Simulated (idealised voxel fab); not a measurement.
process module | voxel self aligned vias
cross-section cut | 260 nm wide | cells 5 nm
A cross-section is a grid of square cells, given in bands from the top down. A band is one or more rows of cells.
Each band's line starts with the height of the band's top and of its bottom, in nm. Then come its materials from left to right, each with its width in nm. One material with "throughout" fills the band from edge to edge. "air" is empty space.
Height 0 is the level under which the wafer as received is all one material. The lowest band goes on downwards, as in "0 down".
A width such as "30 to 40" changes by the same amount from each row of cells to the next, from the band's top row to its bottom row.
"no change" after a step means that no cell of the cross-section changed.
closed voids: empty space of 8 cells or more with no open way to the top, each as width x height at its distance from the left edge, in nm
after a step's settings: what the simulator itself notes on the step
overlay nm, on a step with a mask: how far to the right of its planned place the mask lay; to the left if negative
plan
1 op RECEIVE | material Si
2 op CONFORMAL_DEP | material SiO2 | thk nm 10
3 op CONFORMAL_DEP | material SiCN | thk nm 5
4 op DIRECTIONAL_DEP | material lowk | thk nm 30
5 op PATTERN | tone open | mask id LINES | material resist | width nm 20 | pitch nm 50 | thk nm 20 | overlay nm 0
6 op DIRECTIONAL_ETCH | etch materials lowk | depth nm 30
7 op STRIP | etch materials resist
8 op CONFORMAL_DEP | material TiN | thk nm 5
9 op FILL_DEP | material W | thk nm 10
10 op CMP | height nm 45
11 op SELECTIVE_ETCH | etch materials W Ru TiN | depth nm 5
12 op FILL_DEP | material SiN | thk nm 10
13 op CMP | height nm 45
14 op DIRECTIONAL_DEP | material lowk | thk nm 20
15 op MASKED_ETCH | tone open | mask id VIAS | width nm 30 | etch materials lowk | depth nm 20 | overlay nm 0
16 op MASKED_ETCH | tone open | mask id VIAS | width nm 30 | etch materials SiN | depth nm 5 | overlay nm 0
17 op CONFORMAL_DEP | material TiN | thk nm 5
18 op FILL_DEP | material Cu | thk nm 5
19 op CMP | height nm 65
20 op CONFORMAL_DEP | material SiCN | thk nm 5
as received, after step 1
  0 down: Si throughout
  closed voids: none
a wafer at the end: this start, this plan, one mistake
  70 to 65: SiCN throughout
  65 to 45: lowk 90 | TiN 5 | Cu 20 | TiN 5 | lowk 140
  45 to 40: SiN 90 | TiN 30 | SiN 140
  40 to 35: TiN 100 | W 10 | TiN 40 | W 10 | TiN 100
  35 to 10: lowk 95 | TiN 5 | W 10 | TiN 5 | lowk 30 | TiN 5 | W 10 | TiN 5 | lowk 95
  10 to 5: lowk 95 | TiN 20 | lowk 30 | TiN 20 | lowk 95
  5 to 0: SiCN throughout
  0 down: Si throughout
  closed voids: none
what went wrong: step 2 was left out
